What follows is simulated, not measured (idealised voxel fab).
Name of the process module below: voxel trench capacitor
Square cells of 5 nm make up the cross-section cut, whose width is 140 nm.
A cross-section is written here as square cells arranged in a grid, and it is given in bands from the top down, each band taking up one or more rows of cells.
Band entry format. Leading values: height of top, height of bottom, nm. Remainder: materials in left-to-right order, each with its width in nm. Special words: "edge to edge" on a single material, which then fills the band edge to edge; "blank", empty space.
Basically, 0 is our baseline, since under it the wafer straight out of the box is all one material. The bottom band has no lower end and keeps on going down, so it looks like "0 down".
Top row gets the first number, bottom row gets the second, and each row in between changes by the same step: that is how a band width like "30..40" works.
Key: "remains unaltered" - step with no changed cell in the cross-section.
Each empty space that has no open way to the top and spans at least 8 cells appears under "Enclosed cavity list" as width x height at distance, the distance counted from the left edge, all in nm.
Text after the settings on a step's line: the simulator's own remark on that step.
The optional step-line setting "overlay nm" applies to steps with a mask and quantifies how far to the right of its planned location the mask lay, a negative value indicating leftward placement.

### These are the steps we planned for the process
- 1: RECEIVE, material Si
- 2: CONFORMAL_DEP, material SiN, thk nm 10
- 3: MASKED_ETCH, tone open, mask id TRENCH, width nm 20, pitch nm 35, etch materials SiN, depth nm 10, overlay nm 0
- 4: MASKED_ETCH, tone open, mask id TRENCH, width nm 20, pitch nm 35, etch materials Si, depth nm 35, overlay nm 0
- 5: CONFORMAL_DEP, material Al2O3, thk nm 5
- 6: FILL_DEP, material polySi, thk nm 5
- 7: CMP, height nm 0
The plan shows the height nm of step 7 as the first wafer had it; this setting differs between the wafers, which start out alike.

### Received wafers, first of several: cross-section after step 1
> 0 down | Si edge to edge
> Enclosed cavity list: none

### Basically each wafer gets a line in the table, showing it at the end of the module: material by material, the cells it gained (+) or lost (-) since we got it, then its closed voids
height nm 0 | +32 Al2O3 | -56 Si | +24 polySi | Enclosed cavity list: none
height nm 5 | +36 Al2O3 | -56 Si | +20 SiN | +28 polySi | Enclosed cavity list: none
height nm 10 | +40 Al2O3 | -56 Si | +40 SiN | +32 polySi | Enclosed cavity list: none
height nm 15 | +64 Al2O3 | -56 Si | +40 SiN | +36 polySi | Enclosed cavity list: none
height nm 20 | +64 Al2O3 | -56 Si | +40 SiN | +64 polySi | Enclosed cavity list: none
